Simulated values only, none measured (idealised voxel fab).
A process module follows: voxel capacitor over wiring.
For reference, the cross-section in this document is cut, with width 200 nm and square cells of 5 nm.
Throughout this document, each cross-section is represented as a grid of square cells and is presented as a sequence of bands enumerated from the top downward, where a band comprises one or more rows of cells.
Top height, bottom height, nm. Materials left to right, width each, nm. Single material + "all across" = fills band edge to edge. "empty" = empty.
Heights are measured from 0, the level below which the as-received wafer is all one material; the lowest band has no bottom and continues downward, written as in "from 0 down".
The notation "30 to 40" denotes a width that varies across the rows of cells in the band, beginning at the first number in the top row, finishing at the second number in the bottom row, and changing by an identical amount from each row to the next.
No cell of the cross-section changed in a step that is given as "no alteration".
You'll see "Unvented cavities" listing empty spaces that have no way open to the top, as long as they're 8 cells or more; the notation is width x height at distance, where the distance is from the left edge, and all of it is in nm.
after a step's settings: what the simulator itself notes on the step
overlay nm: on a step with a mask, how far right of its planned place the mask lay; negative means left.
**Set out below are the planned steps of the process**
- 1: RECEIVE, material Si
- 2: CONFORMAL_DEP, material SiO2, thk nm 10
- 3: CONFORMAL_DEP, material SiCN, thk nm 5
- 4: DIRECTIONAL_DEP, material SiO2, thk nm 15
- 5: MASKED_ETCH, tone open, mask id METAL_1, width nm 20, pitch nm 70, etch materials SiO2, depth nm 15, overlay nm 0
- 6: MASKED_ETCH, tone open, mask id METAL_1, width nm 20, pitch nm 70, etch materials SiCN, depth nm 5, overlay nm 0
- 7: CONFORMAL_DEP, material TiN, thk nm 5
- 8: FILL_DEP, material W, thk nm 10
- 9: CMP, height nm 30
- 10: CONFORMAL_DEP, material SiCN, thk nm 5
- 11: DIRECTIONAL_DEP, material lowk, thk nm 20
- 12: PATTERN, tone open, mask id PLUG_1, material resist, width nm 15, thk nm 20, overlay nm 0
- 13: DIRECTIONAL_ETCH, etch materials lowk, depth nm 20
- 14: DIRECTIONAL_ETCH, etch materials SiCN, depth nm 5
- 15: STRIP, etch materials resist
- 16: CONFORMAL_DEP, material TiN, thk nm 5
- 17: FILL_DEP, material Cu, thk nm 10
- 18: CMP, height nm 55
- 19: DIRECTIONAL_DEP, material TiN, thk nm 5
- 20: DIRECTIONAL_DEP, material Al2O3, thk nm 5
- 21: DIRECTIONAL_DEP, material TiN, thk nm 10
- 22: MASKED_ETCH, tone cover, mask id UPPER_PLATE, width nm 55, etch materials TiN, depth nm 10, overlay nm -15
- 23: MASKED_ETCH, tone cover, mask id UPPER_PLATE, width nm 55, etch materials Al2O3, depth nm 5, overlay nm 0
- 24: MASKED_ETCH, tone cover, mask id LOWER_PLATE, width nm 65, etch materials TiN, depth nm 5, overlay nm 0
- 25: FILL_DEP, material SiO2, thk nm 15
- 26: CMP, height nm 85
- 27: MASKED_ETCH, tone open, mask id PLUG_2, width nm 15, etch materials SiO2, depth nm 10, overlay nm 0
- 28: CONFORMAL_DEP, material TiN, thk nm 5
- 29: FILL_DEP, material Cu, thk nm 10
- 30: CMP, height nm 85
- 31: CONFORMAL_DEP, material SiN, thk nm 5
Split variable: overlay nm, step 22. Plan value = first wafer. Wafers start alike.
**Cross-sectional view of the first of several wafers in the as-received condition, corresponding to the state following step 1**
	from 0 down = Si all across
	Unvented cavities: none
**wafer rows; end of module; cells per material since receipt: (+) gained, (-) lost; then closed voids**
overlay nm -15 | +14 Al2O3 | +5 Cu | +69 SiCN | +40 SiN | +361 SiO2 | +71 TiN | +12 W | +148 lowk | Unvented cavities: none
overlay nm -10 | +13 Al2O3 | +5 Cu | +69 SiCN | +40 SiN | +362 SiO2 | +71 TiN | +12 W | +148 lowk | Unvented cavities: none
overlay nm -5 | +12 Al2O3 | +5 Cu | +69 SiCN | +40 SiN | +363 SiO2 | +71 TiN | +12 W | +148 lowk | Unvented cavities: none
overlay nm 0 | +11 Al2O3 | +5 Cu | +69 SiCN | +40 SiN | +364 SiO2 | +71 TiN | +12 W | +148 lowk | Unvented cavities: none
overlay nm 5 | +12 Al2O3 | +5 Cu | +69 SiCN | +40 SiN | +363 SiO2 | +71 TiN | +12 W | +148 lowk | Unvented cavities: none
overlay nm 10 | +13 Al2O3 | +5 Cu | +69 SiCN | +40 SiN | +362 SiO2 | +71 TiN | +12 W | +148 lowk | Unvented cavities: none
overlay nm 15 | +14 Al2O3 | +5 Cu | +69 SiCN | +40 SiN | +361 SiO2 | +71 TiN | +12 W | +148 lowk | Unvented cavities: none
